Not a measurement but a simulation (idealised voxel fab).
process module | voxel self aligned vias
cross-section cut | 265 nm wide | cells 5 nm
A cross-section is a grid of square cells, given in bands from the top down. A band is one or more rows of cells.
Each band's line starts with the height of the band's top and of its bottom, in nm. Then come its materials from left to right, each with its width in nm. One material with "throughout" fills the band from edge to edge. "air" is empty space.
Height 0 is the level under which the wafer as received is all one material. The lowest band goes on downwards, as in "0 down".
A width such as "30 to 40" changes by the same amount from each row of cells to the next, from the band's top row to its bottom row.
"no change" after a step means that no cell of the cross-section changed.
closed voids: empty space of 8 cells or more with no open way to the top, each as width x height at its distance from the left edge, in nm
after a step's settings: what the simulator itself notes on the step
overlay nm, on a step with a mask: how far to the right of its planned place the mask lay; to the left if negative
plan
1 op RECEIVE | material Si
2 op CONFORMAL_DEP | material SiO2 | thk nm 10
3 op CONFORMAL_DEP | material SiCN | thk nm 5
4 op DIRECTIONAL_DEP | material SiO2 | thk nm 25
5 op MASKED_ETCH | tone open | mask id LINES | width nm 25 | pitch nm 60 | etch materials SiO2 | depth nm 25 | overlay nm 0
6 op CONFORMAL_DEP | material TiN | thk nm 5
7 op FILL_DEP | material W | thk nm 10
8 op CMP | height nm 40
9 op SELECTIVE_ETCH | etch materials W Ru TiN | depth nm 5
10 op FILL_DEP | material SiN | thk nm 10
11 op CMP | height nm 40
12 op DIRECTIONAL_DEP | material SiO2 | thk nm 20
13 op PATTERN | tone open | mask id VIAS | material resist | width nm 25 | pitch nm 120 | thk nm 20 | overlay nm 0
14 op DIRECTIONAL_ETCH | etch materials SiO2 | depth nm 20
15 op DIRECTIONAL_ETCH | etch materials SiN | depth nm 5
16 op STRIP | etch materials resist
17 op CONFORMAL_DEP | material TiN | thk nm 5
18 op FILL_DEP | material Ru | thk nm 5
19 op CMP | height nm 60
20 op CONFORMAL_DEP | material SiN | thk nm 5
varied across the wafers: width nm of step 13. The plan shows the first wafer's value. All wafers start alike
first wafer as received, after step 1
  0 down: Si throughout
  closed voids: none
each wafer at the end: cells of each material gained (+) or lost (-) since it was received, then its closed voids
width nm 25 | +24 Ru | +53 SiCN | +58 SiN | +468 SiO2 | +59 TiN | +27 W | closed voids: none
width nm 30 | +30 Ru | +53 SiCN | +58 SiN | +460 SiO2 | +61 TiN | +27 W | closed voids: none
width nm 35 | +36 Ru | +53 SiCN | +58 SiN | +452 SiO2 | +63 TiN | +27 W | closed voids: none
width nm 40 | +42 Ru | +53 SiCN | +58 SiN | +444 SiO2 | +65 TiN | +27 W | closed voids: none
width nm 45 | +48 Ru | +53 SiCN | +58 SiN | +436 SiO2 | +67 TiN | +27 W | closed voids: none
width nm 50 | +54 Ru | +53 SiCN | +58 SiN | +428 SiO2 | +69 TiN | +27 W | closed voids: none
